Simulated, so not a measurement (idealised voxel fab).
process module | voxel capacitor over wiring
cross-section cut | 300 nm wide | cells 5 nm
A cross-section is a grid of square cells, given in bands from the top down. A band is one or more rows of cells.
Each band's line starts with the height of the band's top and of its bottom, in nm. Then come its materials from left to right, each with its width in nm. One material with "throughout" fills the band from edge to edge. "air" is empty space.
Height 0 is the level under which the wafer as received is all one material. The lowest band goes on downwards, as in "0 down".
A width such as "30 to 40" changes by the same amount from each row of cells to the next, from the band's top row to its bottom row.
"no change" after a step means that no cell of the cross-section changed.
closed voids: empty space of 8 cells or more with no open way to the top, each as width x height at its distance from the left edge, in nm
after a step's settings: what the simulator itself notes on the step
overlay nm, on a step with a mask: how far to the right of its planned place the mask lay; to the left if negative
plan
1 op RECEIVE | material Si
2 op CONFORMAL_DEP | material SiO2 | thk nm 15
3 op DIRECTIONAL_DEP | material TiN | thk nm 5
4 op DIRECTIONAL_DEP | material W | thk nm 20
5 op PATTERN | tone cover | mask id METAL_1 | material resist | width nm 25 | pitch nm 75 | thk nm 20 | overlay nm 0
6 op DIRECTIONAL_ETCH | etch materials W | depth nm 20
7 op DIRECTIONAL_ETCH | etch materials TiN | depth nm 5
8 op STRIP | etch materials resist
9 op CONFORMAL_DEP | material SiN | thk nm 5
10 op FILL_DEP | material lowk | thk nm 10
11 op CMP | height nm 40
12 op CONFORMAL_DEP | material SiCN | thk nm 5
13 op DIRECTIONAL_DEP | material SiO2 | thk nm 20
14 op MASKED_ETCH | tone open | mask id PLUG_1 | width nm 15 | etch materials SiO2 | depth nm 20 | overlay nm 0
15 op MASKED_ETCH | tone open | mask id PLUG_1 | width nm 15 | etch materials SiCN | depth nm 5 | overlay nm 0
16 op EPI | material Ru | thk nm 10
17 op EPI | material Ru | thk nm 10
18 op EPI | material Ru | thk nm 5
19 op DIRECTIONAL_DEP | material TiN | thk nm 10
20 op DIRECTIONAL_DEP | material HfO2 | thk nm 5
21 op DIRECTIONAL_DEP | material TiN | thk nm 10
22 op MASKED_ETCH | tone cover | mask id UPPER_PLATE | width nm 55 | etch materials TiN | depth nm 10 | overlay nm 0
23 op MASKED_ETCH | tone cover | mask id UPPER_PLATE | width nm 55 | etch materials HfO2 | depth nm 5 | overlay nm 0
24 op DIRECTIONAL_DEP | material aC | thk nm 15
25 op PATTERN | tone cover | mask id LOWER_PLATE | material resist | width nm 65 | thk nm 35 | overlay nm 0
26 op DIRECTIONAL_ETCH | etch materials aC | depth nm 15
27 op STRIP | etch materials resist
28 op DIRECTIONAL_ETCH | etch materials TiN | depth nm 10
29 op STRIP | etch materials aC
30 op FILL_DEP | material SiO2 | thk nm 20
31 op CMP | height nm 105
32 op DIRECTIONAL_DEP | material aC | thk nm 10
33 op PATTERN | tone open | mask id PLUG_2 | material resist | width nm 15 | thk nm 25 | overlay nm 0
34 op DIRECTIONAL_ETCH | etch materials aC | depth nm 10
35 op STRIP | etch materials resist
36 op DIRECTIONAL_ETCH | etch materials SiO2 | depth nm 15
37 op STRIP | etch materials aC
38 op CONFORMAL_DEP | material TiN | thk nm 5
39 op FILL_DEP | material W | thk nm 5
40 op CMP | height nm 105
41 op CONFORMAL_DEP | material SiCN | thk nm 5
first wafer, as planned
as received, after step 1
  0 down: Si throughout
  closed voids: none
after step 2
  15 to 0: SiO2 throughout
  below 0: unchanged
after step 3
  20 to 15: TiN throughout
  below 15: unchanged
after step 4
  40 to 20: W throughout
  below 20: unchanged
after step 5
  60 to 40: air 100 | resist 25 | air 50 | resist 25 | air 100
  below 40: unchanged
after step 6
  60 to 40: air 100 | resist 25 | air 50 | resist 25 | air 100
  40 to 20: air 100 | W 25 | air 50 | W 25 | air 100
  below 20: unchanged
after step 7
  60 to 40: air 100 | resist 25 | air 50 | resist 25 | air 100
  40 to 20: air 100 | W 25 | air 50 | W 25 | air 100
  20 to 15: air 100 | TiN 25 | air 50 | TiN 25 | air 100
  below 15: unchanged
after step 8
  40 to 20: air 100 | W 25 | air 50 | W 25 | air 100
  below 20: unchanged
after step 9
  45 to 40: air 95 | SiN 35 | air 40 | SiN 35 | air 95
  40 to 20: air 95 | SiN 5 | W 25 | SiN 5 | air 40 | SiN 5 | W 25 | SiN 5 | air 95
  20 to 15: SiN 100 | TiN 25 | SiN 50 | TiN 25 | SiN 100
  below 15: unchanged
after step 10
  55 to 45: lowk throughout
  45 to 40: lowk 95 | SiN 35 | lowk 40 | SiN 35 | lowk 95
  40 to 20: lowk 95 | SiN 5 | W 25 | SiN 5 | lowk 40 | SiN 5 | W 25 | SiN 5 | lowk 95
  below 20: unchanged
after step 11
  40 to 20: lowk 95 | SiN 5 | W 25 | SiN 5 | lowk 40 | SiN 5 | W 25 | SiN 5 | lowk 95
  below 20: unchanged
after step 12
  45 to 40: SiCN throughout
  below 40: unchanged
after step 13
  65 to 45: SiO2 throughout
  below 45: unchanged
after step 14
  65 to 45: SiO2 110 | air 15 | SiO2 175
  below 45: unchanged
after step 15
  65 to 45: SiO2 110 | air 15 | SiO2 175
  45 to 40: SiCN 110 | air 15 | SiCN 175
  below 40: unchanged
after step 16
  65 to 50: SiO2 110 | air 15 | SiO2 175
  50 to 45: SiO2 110 | Ru 15 | SiO2 175
  45 to 40: SiCN 110 | Ru 15 | SiCN 175
  below 40: unchanged
after step 17
  65 to 60: SiO2 110 | air 15 | SiO2 175
  60 to 45: SiO2 110 | Ru 15 | SiO2 175
  below 45: unchanged
after step 18
  65 to 45: SiO2 110 | Ru 15 | SiO2 175
  below 45: unchanged
after step 19
  75 to 65: TiN throughout
  below 65: unchanged
after step 20
  80 to 75: HfO2 throughout
  below 75: unchanged
after step 21
  90 to 80: TiN throughout
  below 80: unchanged
after step 22
  90 to 80: air 110 | TiN 55 | air 135
  below 80: unchanged
after step 23
  90 to 80: air 110 | TiN 55 | air 135
  80 to 75: air 110 | HfO2 55 | air 135
  below 75: unchanged
after step 24
  105 to 90: air 110 | aC 55 | air 135
  90 to 80: aC 110 | TiN 55 | aC 135
  80 to 75: aC 110 | HfO2 55 | aC 135
  below 75: unchanged
after step 25
  140 to 105: air 105 | resist 65 | air 130
  105 to 90: air 105 | resist 5 | aC 55 | resist 5 | air 130
  below 90: unchanged
after step 26
  125 to 105: air 105 | resist 65 | air 130
  105 to 90: air 105 | resist 5 | aC 55 | resist 5 | air 130
  90 to 80: air 105 | aC 5 | TiN 55 | aC 5 | air 130
  80 to 75: air 105 | aC 5 | HfO2 55 | aC 5 | air 130
  below 75: unchanged
after step 27
  105 to 90: air 110 | aC 55 | air 135
  below 90: unchanged
after step 28
  105 to 90: air 110 | aC 55 | air 135
  90 to 80: air 105 | aC 5 | TiN 55 | aC 5 | air 130
  80 to 75: air 105 | aC 5 | HfO2 55 | aC 5 | air 130
  75 to 65: air 105 | TiN 65 | air 130
  below 65: unchanged
after step 29
  90 to 80: air 110 | TiN 55 | air 135
  80 to 75: air 110 | HfO2 55 | air 135
  below 75: unchanged
after step 30
  110 to 90: SiO2 throughout
  90 to 80: SiO2 110 | TiN 55 | SiO2 135
  80 to 75: SiO2 110 | HfO2 55 | SiO2 135
  75 to 65: SiO2 105 | TiN 65 | SiO2 130
  below 65: unchanged
after step 31
  105 to 90: SiO2 throughout
  below 90: unchanged
after step 32
  115 to 105: aC throughout
  below 105: unchanged
after step 33
  140 to 115: resist 120 | air 15 | resist 165
  below 115: unchanged
after step 34
  130 to 115: resist 120 | air 15 | resist 165
  115 to 105: aC 120 | air 15 | aC 165
  below 105: unchanged
after step 35
  115 to 105: aC 120 | air 15 | aC 165
  below 105: unchanged
after step 36
  115 to 105: aC 120 | air 15 | aC 165
  105 to 90: SiO2 120 | air 15 | SiO2 165
  below 90: unchanged
after step 37
  105 to 90: SiO2 120 | air 15 | SiO2 165
  below 90: unchanged
after step 38
  110 to 105: TiN 125 | air 5 | TiN 170
  105 to 95: SiO2 120 | TiN 5 | air 5 | TiN 5 | SiO2 165
  95 to 90: SiO2 120 | TiN 15 | SiO2 165
  below 90: unchanged
after step 39
  115 to 110: W throughout
  110 to 105: TiN 125 | W 5 | TiN 170
  105 to 95: SiO2 120 | TiN 5 | W 5 | TiN 5 | SiO2 165
  below 95: unchanged
after step 40
  105 to 95: SiO2 120 | TiN 5 | W 5 | TiN 5 | SiO2 165
  below 95: unchanged
after step 41
  110 to 105: SiCN throughout
  below 105: unchanged
second wafer: like start, like plan, one mistake. Through step 4 it matches the first wafer
when step 5 should have ended
  60 to 40: resist 100 | air 25 | resist 50 | air 25 | resist 100
  below 40: unchanged
when step 6 should have ended
  60 to 40: resist 100 | air 25 | resist 50 | air 25 | resist 100
  40 to 20: W 100 | air 25 | W 50 | air 25 | W 100
  below 20: unchanged
when step 7 should have ended
  60 to 40: resist 100 | air 25 | resist 50 | air 25 | resist 100
  40 to 20: W 100 | air 25 | W 50 | air 25 | W 100
  20 to 15: TiN 100 | air 25 | TiN 50 | air 25 | TiN 100
  below 15: unchanged
when step 8 should have ended
  40 to 20: W 100 | air 25 | W 50 | air 25 | W 100
  below 20: unchanged
when step 9 should have ended
  45 to 40: SiN 105 | air 15 | SiN 60 | air 15 | SiN 105
  40 to 20: W 100 | SiN 5 | air 15 | SiN 5 | W 50 | SiN 5 | air 15 | SiN 5 | W 100
  20 to 15: TiN 100 | SiN 25 | TiN 50 | SiN 25 | TiN 100
  below 15: unchanged
when step 10 should have ended
  55 to 45: lowk throughout
  45 to 40: SiN 105 | lowk 15 | SiN 60 | lowk 15 | SiN 105
  40 to 20: W 100 | SiN 5 | lowk 15 | SiN 5 | W 50 | SiN 5 | lowk 15 | SiN 5 | W 100
  below 20: unchanged
when step 11 should have ended
  40 to 20: W 100 | SiN 5 | lowk 15 | SiN 5 | W 50 | SiN 5 | lowk 15 | SiN 5 | W 100
  below 20: unchanged
when step 12 should have ended
  45 to 40: SiCN throughout
  below 40: unchanged
when step 13 should have ended
  65 to 45: SiO2 throughout
  below 45: unchanged
when step 14 should have ended
  65 to 45: SiO2 110 | air 15 | SiO2 175
  below 45: unchanged
when step 15 should have ended
  65 to 45: SiO2 110 | air 15 | SiO2 175
  45 to 40: SiCN 110 | air 15 | SiCN 175
  below 40: unchanged
when step 16 should have ended: no change
when step 17 should have ended: no change
when step 18 should have ended: no change
when step 19 should have ended
  75 to 65: TiN 110 | air 15 | TiN 175
  65 to 50: SiO2 110 | air 15 | SiO2 175
  50 to 45: SiO2 110 | TiN 15 | SiO2 175
  45 to 40: SiCN 110 | TiN 15 | SiCN 175
  below 40: unchanged
when step 20 should have ended
  80 to 75: HfO2 110 | air 15 | HfO2 175
  75 to 65: TiN 110 | air 15 | TiN 175
  65 to 55: SiO2 110 | air 15 | SiO2 175
  55 to 50: SiO2 110 | HfO2 15 | SiO2 175
  below 50: unchanged
when step 21 should have ended
  90 to 80: TiN 110 | air 15 | TiN 175
  80 to 75: HfO2 110 | air 15 | HfO2 175
  75 to 65: TiN 110 | air 15 | TiN 175
  65 to 55: SiO2 110 | TiN 15 | SiO2 175
  below 55: unchanged
when step 22 should have ended
  90 to 80: air 125 | TiN 40 | air 135
  below 80: unchanged
when step 23 should have ended
  90 to 80: air 125 | TiN 40 | air 135
  80 to 75: air 125 | HfO2 40 | air 135
  below 75: unchanged
when step 24 should have ended
  105 to 90: air 125 | aC 40 | air 135
  90 to 80: aC 110 | air 15 | TiN 40 | aC 135
  80 to 75: aC 125 | HfO2 40 | aC 135
  75 to 65: TiN 110 | aC 15 | TiN 175
  below 65: unchanged
when step 25 should have ended
  140 to 105: air 105 | resist 65 | air 130
  105 to 90: air 105 | resist 20 | aC 40 | resist 5 | air 130
  90 to 80: aC 110 | resist 15 | TiN 40 | aC 135
  below 80: unchanged
when step 26 should have ended
  125 to 105: air 105 | resist 65 | air 130
  105 to 90: air 105 | resist 20 | aC 40 | resist 5 | air 130
  90 to 80: air 105 | aC 5 | resist 15 | TiN 40 | aC 5 | air 130
  80 to 75: air 105 | aC 20 | HfO2 40 | aC 5 | air 130
  below 75: unchanged
when step 27 should have ended
  105 to 90: air 125 | aC 40 | air 135
  90 to 80: air 105 | aC 5 | air 15 | TiN 40 | aC 5 | air 130
  below 80: unchanged
when step 28 should have ended
  105 to 90: air 125 | aC 40 | air 135
  90 to 80: air 105 | aC 5 | air 15 | TiN 40 | aC 5 | air 130
  80 to 75: air 105 | aC 20 | HfO2 40 | aC 5 | air 130
  75 to 65: air 105 | TiN 5 | aC 15 | TiN 45 | air 130
  below 65: unchanged
when step 29 should have ended
  90 to 80: air 125 | TiN 40 | air 135
  80 to 75: air 125 | HfO2 40 | air 135
  75 to 65: air 105 | TiN 5 | air 15 | TiN 45 | air 130
  below 65: unchanged
when step 30 should have ended
  110 to 90: SiO2 throughout
  90 to 80: SiO2 125 | TiN 40 | SiO2 135
  80 to 75: SiO2 125 | HfO2 40 | SiO2 135
  75 to 65: SiO2 105 | TiN 5 | SiO2 15 | TiN 45 | SiO2 130
  below 65: unchanged
when step 31 should have ended
  105 to 90: SiO2 throughout
  below 90: unchanged
when step 32 should have ended
  115 to 105: aC throughout
  below 105: unchanged
when step 33 should have ended
  140 to 115: resist 120 | air 15 | resist 165
  below 115: unchanged
when step 34 should have ended
  130 to 115: resist 120 | air 15 | resist 165
  115 to 105: aC 120 | air 15 | aC 165
  below 105: unchanged
when step 35 should have ended
  115 to 105: aC 120 | air 15 | aC 165
  below 105: unchanged
when step 36 should have ended
  115 to 105: aC 120 | air 15 | aC 165
  105 to 90: SiO2 120 | air 15 | SiO2 165
  below 90: unchanged
when step 37 should have ended
  105 to 90: SiO2 120 | air 15 | SiO2 165
  below 90: unchanged
when step 38 should have ended
  110 to 105: TiN 125 | air 5 | TiN 170
  105 to 95: SiO2 120 | TiN 5 | air 5 | TiN 5 | SiO2 165
  95 to 90: SiO2 120 | TiN 15 | SiO2 165
  below 90: unchanged
when step 39 should have ended
  115 to 110: W throughout
  110 to 105: TiN 125 | W 5 | TiN 170
  105 to 95: SiO2 120 | TiN 5 | W 5 | TiN 5 | SiO2 165
  below 95: unchanged
when step 40 should have ended
  105 to 95: SiO2 120 | TiN 5 | W 5 | TiN 5 | SiO2 165
  below 95: unchanged
when step 41 should have ended
  110 to 105: SiCN throughout
  below 105: unchanged
what went wrong: step 5 ran as: op PATTERN | tone open | mask id METAL_1 | material resist | width nm 25 | pitch nm 75 | thk nm 20 | overlay nm 0
at the end the second wafer has, in cells: 15 fewer of Ru | 40 fewer of SiN | 15 more of SiO2 | 40 more of TiN | 160 more of W | 160 fewer of lowk
